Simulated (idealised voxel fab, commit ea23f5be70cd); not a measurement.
This section sets out a process module, namely voxel self aligned contacts.
Displayed cross-section: cut, width of 195 nm, square cells sized 5 nm.
A cross-section in this document is a grid of square cells, and it is written down as bands, the top band listed before the ones below it; a band is made up of one or more rows of cells.
The entry gives the band's vertical extent as a top height and a bottom height in nm, then its horizontal make-up as materials from left to right, each with a width in nm. "blank" stands for empty space; a single material marked "everywhere" fills the band edge to edge.
Note: height 0 marks the level under which the wafer is uniformly one material as received. Lowest band unbounded below, written "0 nm and below".
A width such as "30..40" changes by the same amount from each row of cells to the next, from the band's top row to its bottom row.
No cell of the cross-section changed in a step that is given as "no alterations made".
The label "Fully closed voids" introduces a list of the empty spaces, 8 cells or larger, that have no open way up to the top; each entry in it reads width x height at distance, where the distance is taken from the left edge and all three are stated in nm.
Note: text after step settings on the step line = simulator remark on that step.
A step line may carry the setting "overlay nm", which, for steps involving a mask, states the distance by which the mask lay to the right of its intended position; negative values denote displacement to the left.

**Intended process steps**
step 1: RECEIVE: material Si
step 2: OXIDIZE: depth nm 5
step 3: DIRECTIONAL_DEP: material polySi, thk nm 30
step 4: DIRECTIONAL_DEP: material SiN, thk nm 25
step 5: PATTERN: tone cover, mask id GATE, material resist, width nm 30, pitch nm 75, thk nm 15, overlay nm 0
step 6: DIRECTIONAL_ETCH: etch materials SiN, depth nm 25
step 7: DIRECTIONAL_ETCH: etch materials polySi, depth nm 30
step 8: STRIP: etch materials resist
step 9: CONFORMAL_DEP: material SiN, thk nm 10
step 10: DIRECTIONAL_ETCH: etch materials SiN, depth nm 10
step 11: FILL_DEP: material SiO2, thk nm 20
step 12: CMP: height nm 65
step 13: MASKED_ETCH: tone open, mask id CONTACT, width nm 55, etch materials SiO2, depth nm 70, overlay nm 0
step 14: CONFORMAL_DEP: material TiN, thk nm 5
step 15: FILL_DEP: material W, thk nm 5
step 16: CMP: height nm 65
step 17: CONFORMAL_DEP: material SiCN, thk nm 5

**as received, after step 1**
0 nm and below: Si everywhere
Fully closed voids: none

**End-of-module cross-section of the first of two wafers, processed as planned**
70 nm to 65 nm: SiCN everywhere
65 nm to 55 nm: SiO2 70  TiN 5..20  W 45..15  TiN 5..20  SiO2 70
55 nm to 30 nm: SiO2 35  SiN 50  TiN 5  W 15  TiN 5  SiN 50  SiO2 35
30 nm to 0 nm: SiO2 35  SiN 10  polySi 30  SiN 10  TiN 5  W 15  TiN 5  SiN 10  polySi 30  SiN 10  SiO2 35
0 nm to -5 nm: SiO2 85  TiN 25  SiO2 85
-5 nm and below: Si everywhere
Fully closed voids: none

**What the second wafer looks like in cross-section once the module is done. Its start and its plan matched the first wafer's exactly; what differed was one mistake in how it was run**
70 nm to 65 nm: SiCN everywhere
65 nm to 60 nm: SiO2 70  TiN 20  W 15  TiN 20  SiO2 70
60 nm to 30 nm: SiO2 35  SiN 50  TiN 5  W 15  TiN 5  SiN 50  SiO2 35
30 nm to 10 nm: SiO2 35  SiN 10  polySi 30  SiN 10  TiN 5  W 15  TiN 5  SiN 10  polySi 30  SiN 10  SiO2 35
10 nm to 5 nm: SiO2 35  SiN 10  polySi 30  SiN 10  TiN 25  SiN 10  polySi 30  SiN 10  SiO2 35
5 nm to 0 nm: SiN 45  polySi 30  SiN 45  polySi 30  SiN 45
0 nm to -5 nm: SiO2 everywhere
-5 nm and below: Si everywhere
Fully closed voids: none
Misprocessing identified: in deviation from the planned setting, step 10 was conducted as DIRECTIONAL_ETCH: etch materials SiN, depth nm 5
At the finish, the second wafer shows more or fewer cells for some materials than the first does: SiN +39; SiO2 -23; TiN -4; W -12
